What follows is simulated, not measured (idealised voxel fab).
Module name: voxel self aligned vias (process module)
In the cross-section labelled cut, the width is 220 nm and each square cell is 5 nm.
Throughout this document, each cross-section is represented as a grid of square cells and is presented as a sequence of bands enumerated from the top downward, where a band comprises one or more rows of cells.
For a band, the entry starts with two heights in nm, that of the top and then that of the bottom, and carries on with the band's materials in order from left to right, each alongside its width in nm; the word "full width" beside a single material means it fills the band edge to edge, and "air" means empty space.
Height 0 is the level under which the wafer as received is all one material. The lowest band goes on downwards, as in "0 and below".
Think of "30->40" as a width that walks from the first number to the second as you go down the band, top row to bottom row, taking equal-sized steps from row to row.
"no alterations made" (step): cross-section cells unchanged, all of them.
"Closed void entries" contains a list of empty spaces, each no smaller than 8 cells and without an open way to the top, written in the form width x height at distance with the distance from the left edge and all three in nm.
Whatever follows a step's settings on its line is a remark the simulator itself makes about that step.
The optional step-line setting "overlay nm" applies to steps with a mask and quantifies how far to the right of its planned location the mask lay, a negative value indicating leftward placement.

[Listed below are the process steps as planned]
step 1: RECEIVE | material Si
step 2: CONFORMAL_DEP | material SiO2 | thk nm 15
step 3: CONFORMAL_DEP | material SiCN | thk nm 5
step 4: DIRECTIONAL_DEP | material SiO2 | thk nm 25
step 5: DIRECTIONAL_DEP | material aC | thk nm 10
step 6: PATTERN | tone open | mask id LINES | material resist | width nm 30 | pitch nm 70 | thk nm 25 | overlay nm 0
step 7: DIRECTIONAL_ETCH | etch materials aC | depth nm 10
step 8: STRIP | etch materials resist
step 9: DIRECTIONAL_ETCH | etch materials SiO2 | depth nm 25
step 10: STRIP | etch materials aC
step 11: CONFORMAL_DEP | material TiN | thk nm 5
step 12: FILL_DEP | material Ru | thk nm 10
step 13: CMP | height nm 45
step 14: SELECTIVE_ETCH | etch materials W Ru TiN | depth nm 10
step 15: FILL_DEP | material SiN | thk nm 10
step 16: CMP | height nm 45
step 17: DIRECTIONAL_DEP | material SiO2 | thk nm 15
step 18: MASKED_ETCH | tone open | mask id VIAS | width nm 50 | pitch nm 70 | etch materials SiO2 | depth nm 15 | overlay nm 0
step 19: MASKED_ETCH | tone open | mask id VIAS | width nm 50 | pitch nm 70 | etch materials SiN | depth nm 10 | overlay nm 0
step 20: CONFORMAL_DEP | material TiN | thk nm 5
step 21: FILL_DEP | material Cu | thk nm 5
step 22: CMP | height nm 60
step 23: CONFORMAL_DEP | material SiCN | thk nm 5

[First of two wafers, with the run carried out as planned]

[Cross-section of the wafer as it came to us, i.e., already through step 1]
0 and below: Si full width
Closed void entries: none

[Once step 2 is through, the wafer looks like this in cross-section]
15 down to 0: SiO2 full width
Beneath the level 0, the cross-section is identical to its previous state.

[Once step 3 is through, the wafer looks like this in cross-section]
20 down to 15: SiCN full width
Beneath the level 15, the cross-section is identical to its previous state.

[Once step 4 is through, the wafer looks like this in cross-section]
45 down to 20: SiO2 full width
Beneath the level 20, the cross-section is identical to its previous state.

[Once step 5 is through, the wafer looks like this in cross-section]
55 down to 45: aC full width
Beneath the level 45, the cross-section is identical to its previous state.

[Once step 6 is through, the wafer looks like this in cross-section]
80 down to 55: resist (60), then air (30), then resist (40), then air (30), then resist (60)
Beneath the level 55, the cross-section is identical to its previous state.

[Once step 7 is through, the wafer looks like this in cross-section]
70 down to 55: resist (60), then air (30), then resist (40), then air (30), then resist (60)
55 down to 45: aC (60), then air (30), then aC (40), then air (30), then aC (60)
Beneath the level 45, the cross-section is identical to its previous state.

[Once step 8 is through, the wafer looks like this in cross-section]
55 down to 45: aC (60), then air (30), then aC (40), then air (30), then aC (60)
Beneath the level 45, the cross-section is identical to its previous state.

[Once step 9 is through, the wafer looks like this in cross-section]
55 down to 45: aC (60), then air (30), then aC (40), then air (30), then aC (60)
45 down to 20: SiO2 (60), then air (30), then SiO2 (40), then air (30), then SiO2 (60)
Beneath the level 20, the cross-section is identical to its previous state.

[Once step 10 is through, the wafer looks like this in cross-section]
45 down to 20: SiO2 (60), then air (30), then SiO2 (40), then air (30), then SiO2 (60)
Beneath the level 20, the cross-section is identical to its previous state.

[Once step 11 is through, the wafer looks like this in cross-section]
50 down to 45: TiN (65), then air (20), then TiN (50), then air (20), then TiN (65)
45 down to 25: SiO2 (60), then TiN (5), then air (20), then TiN (5), then SiO2 (40), then TiN (5), then air (20), then TiN (5), then SiO2 (60)
25 down to 20: SiO2 (60), then TiN (30), then SiO2 (40), then TiN (30), then SiO2 (60)
Beneath the level 20, the cross-section is identical to its previous state.

[Once step 12 is through, the wafer looks like this in cross-section]
60 down to 50: Ru full width
50 down to 45: TiN (65), then Ru (20), then TiN (50), then Ru (20), then TiN (65)
45 down to 25: SiO2 (60), then TiN (5), then Ru (20), then TiN (5), then SiO2 (40), then TiN (5), then Ru (20), then TiN (5), then SiO2 (60)
Beneath the level 25, the cross-section is identical to its previous state.

[Once step 13 is through, the wafer looks like this in cross-section]
45 down to 25: SiO2 (60), then TiN (5), then Ru (20), then TiN (5), then SiO2 (40), then TiN (5), then Ru (20), then TiN (5), then SiO2 (60)
Beneath the level 25, the cross-section is identical to its previous state.

[Once step 14 is through, the wafer looks like this in cross-section]
45 down to 35: SiO2 (60), then air (30), then SiO2 (40), then air (30), then SiO2 (60)
Beneath the level 35, the cross-section is identical to its previous state.

[Once step 15 is through, the wafer looks like this in cross-section]
55 down to 45: SiN full width
45 down to 35: SiO2 (60), then SiN (30), then SiO2 (40), then SiN (30), then SiO2 (60)
Beneath the level 35, the cross-section is identical to its previous state.

[Once step 16 is through, the wafer looks like this in cross-section]
45 down to 35: SiO2 (60), then SiN (30), then SiO2 (40), then SiN (30), then SiO2 (60)
Beneath the level 35, the cross-section is identical to its previous state.

[Once step 17 is through, the wafer looks like this in cross-section]
60 down to 45: SiO2 full width
Beneath the level 45, the cross-section is identical to its previous state.

[Once step 18 is through, the wafer looks like this in cross-section]
60 down to 45: SiO2 (50), then air (50), then SiO2 (20), then air (50), then SiO2 (50)
Beneath the level 45, the cross-section is identical to its previous state.

[Once step 19 is through, the wafer looks like this in cross-section]
60 down to 45: SiO2 (50), then air (50), then SiO2 (20), then air (50), then SiO2 (50)
45 down to 35: SiO2 (60), then air (30), then SiO2 (40), then air (30), then SiO2 (60)
Beneath the level 35, the cross-section is identical to its previous state.

[Once step 20 is through, the wafer looks like this in cross-section]
65 down to 60: TiN (55), then air (40), then TiN (30), then air (40), then TiN (55)
60 down to 50: SiO2 (50), then TiN (5), then air (40), then TiN (5), then SiO2 (20), then TiN (5), then air (40), then TiN (5), then SiO2 (50)
50 down to 40: SiO2 (50->60), then TiN (15->5), then air (20), then TiN (15->5), then SiO2 (20->40), then TiN (15->5), then air (20), then TiN (15->5), then SiO2 (50->60)
40 down to 35: SiO2 (60), then TiN (30), then SiO2 (40), then TiN (30), then SiO2 (60)
Beneath the level 35, the cross-section is identical to its previous state.

[Once step 21 is through, the wafer looks like this in cross-section]
70 down to 65: Cu full width
65 down to 60: TiN (55), then Cu (40), then TiN (30), then Cu (40), then TiN (55)
60 down to 50: SiO2 (50), then TiN (5), then Cu (40), then TiN (5), then SiO2 (20), then TiN (5), then Cu (40), then TiN (5), then SiO2 (50)
50 down to 40: SiO2 (50->60), then TiN (15->5), then Cu (20), then TiN (15->5), then SiO2 (20->40), then TiN (15->5), then Cu (20), then TiN (15->5), then SiO2 (50->60)
Beneath the level 40, the cross-section is identical to its previous state.

[Once step 22 is through, the wafer looks like this in cross-section]
60 down to 50: SiO2 (50), then TiN (5), then Cu (40), then TiN (5), then SiO2 (20), then TiN (5), then Cu (40), then TiN (5), then SiO2 (50)
Beneath the level 50, the cross-section is identical to its previous state.

[Once step 23 is through, the wafer looks like this in cross-section]
65 down to 60: SiCN full width
Beneath the level 60, the cross-section is identical to its previous state.

[Second wafer - shared start and plan with the first - one error in running - same as the first up to step 1 inclusive]

[Second wafer, sectioned view, at step 2's planned end time]
10 down to 0: SiO2 full width
Beneath the level 0, the cross-section is identical to its previous state.

[Second wafer, sectioned view, at step 3's planned end time]
15 down to 10: SiCN full width
Beneath the level 10, the cross-section is identical to its previous state.

[Second wafer, sectioned view, at step 4's planned end time]
40 down to 15: SiO2 full width
Beneath the level 15, the cross-section is identical to its previous state.

[Second wafer, sectioned view, at step 5's planned end time]
50 down to 40: aC full width
Beneath the level 40, the cross-section is identical to its previous state.

[Second wafer, sectioned view, at step 6's planned end time]
75 down to 50: resist (60), then air (30), then resist (40), then air (30), then resist (60)
Beneath the level 50, the cross-section is identical to its previous state.

[Second wafer, sectioned view, at step 7's planned end time]
65 down to 50: resist (60), then air (30), then resist (40), then air (30), then resist (60)
50 down to 40: aC (60), then air (30), then aC (40), then air (30), then aC (60)
Beneath the level 40, the cross-section is identical to its previous state.

[Second wafer, sectioned view, at step 8's planned end time]
50 down to 40: aC (60), then air (30), then aC (40), then air (30), then aC (60)
Beneath the level 40, the cross-section is identical to its previous state.

[Second wafer, sectioned view, at step 9's planned end time]
50 down to 40: aC (60), then air (30), then aC (40), then air (30), then aC (60)
40 down to 15: SiO2 (60), then air (30), then SiO2 (40), then air (30), then SiO2 (60)
Beneath the level 15, the cross-section is identical to its previous state.

[Second wafer, sectioned view, at step 10's planned end time]
40 down to 15: SiO2 (60), then air (30), then SiO2 (40), then air (30), then SiO2 (60)
Beneath the level 15, the cross-section is identical to its previous state.

[Second wafer, sectioned view, at step 11's planned end time]
45 down to 40: TiN (65), then air (20), then TiN (50), then air (20), then TiN (65)
40 down to 20: SiO2 (60), then TiN (5), then air (20), then TiN (5), then SiO2 (40), then TiN (5), then air (20), then TiN (5), then SiO2 (60)
20 down to 15: SiO2 (60), then TiN (30), then SiO2 (40), then TiN (30), then SiO2 (60)
Beneath the level 15, the cross-section is identical to its previous state.

[Second wafer, sectioned view, at step 12's planned end time]
55 down to 45: Ru full width
45 down to 40: TiN (65), then Ru (20), then TiN (50), then Ru (20), then TiN (65)
40 down to 20: SiO2 (60), then TiN (5), then Ru (20), then TiN (5), then SiO2 (40), then TiN (5), then Ru (20), then TiN (5), then SiO2 (60)
Beneath the level 20, the cross-section is identical to its previous state.

[Second wafer, sectioned view, at step 13's planned end time]
45 down to 40: TiN (65), then Ru (20), then TiN (50), then Ru (20), then TiN (65)
Beneath the level 40, the cross-section is identical to its previous state.

[Second wafer, sectioned view, at step 14's planned end time]
40 down to 35: SiO2 (60), then air (30), then SiO2 (40), then air (30), then SiO2 (60)
Beneath the level 35, the cross-section is identical to its previous state.

[Second wafer, sectioned view, at step 15's planned end time]
50 down to 40: SiN full width
40 down to 35: SiO2 (60), then SiN (30), then SiO2 (40), then SiN (30), then SiO2 (60)
Beneath the level 35, the cross-section is identical to its previous state.

[Second wafer, sectioned view, at step 16's planned end time]
45 down to 40: SiN full width
Beneath the level 40, the cross-section is identical to its previous state.

[Second wafer, sectioned view, at step 17's planned end time]
60 down to 45: SiO2 full width
Beneath the level 45, the cross-section is identical to its previous state.

[Second wafer, sectioned view, at step 18's planned end time]
60 down to 45: SiO2 (50), then air (50), then SiO2 (20), then air (50), then SiO2 (50)
Beneath the level 45, the cross-section is identical to its previous state.

[Second wafer, sectioned view, at step 19's planned end time]
60 down to 45: SiO2 (50), then air (50), then SiO2 (20), then air (50), then SiO2 (50)
45 down to 40: SiN (50), then air (50), then SiN (20), then air (50), then SiN (50)
40 down to 35: SiO2 (60), then air (30), then SiO2 (40), then air (30), then SiO2 (60)
Beneath the level 35, the cross-section is identical to its previous state.

[Second wafer, sectioned view, at step 20's planned end time]
65 down to 60: TiN (55), then air (40), then TiN (30), then air (40), then TiN (55)
60 down to 45: SiO2 (50), then TiN (5), then air (40), then TiN (5), then SiO2 (20), then TiN (5), then air (40), then TiN (5), then SiO2 (50)
45 down to 40: SiN (50), then TiN (15), then air (20), then TiN (15), then SiN (20), then TiN (15), then air (20), then TiN (15), then SiN (50)
40 down to 35: SiO2 (60), then TiN (30), then SiO2 (40), then TiN (30), then SiO2 (60)
Beneath the level 35, the cross-section is identical to its previous state.

[Second wafer, sectioned view, at step 21's planned end time]
70 down to 65: Cu full width
65 down to 60: TiN (55), then Cu (40), then TiN (30), then Cu (40), then TiN (55)
60 down to 45: SiO2 (50), then TiN (5), then Cu (40), then TiN (5), then SiO2 (20), then TiN (5), then Cu (40), then TiN (5), then SiO2 (50)
45 down to 40: SiN (50), then TiN (15), then Cu (20), then TiN (15), then SiN (20), then TiN (15), then Cu (20), then TiN (15), then SiN (50)
Beneath the level 40, the cross-section is identical to its previous state.

[Second wafer, sectioned view, at step 22's planned end time]
60 down to 45: SiO2 (50), then TiN (5), then Cu (40), then TiN (5), then SiO2 (20), then TiN (5), then Cu (40), then TiN (5), then SiO2 (50)
Beneath the level 45, the cross-section is identical to its previous state.

[Second wafer, sectioned view, at step 23's planned end time]
65 down to 60: SiCN full width
Beneath the level 60, the cross-section is identical to its previous state.
So what did we get wrong on this run? note that step 2 departed from the planned setting and was carried out as CONFORMAL_DEP | material SiO2 | thk nm 10
Upon completion, the second wafer contains, in terms of cells, a greater or smaller amount of certain materials than the first wafer: +8 Cu; +8 Ru; +24 SiN; -44 SiO2; +4 TiN
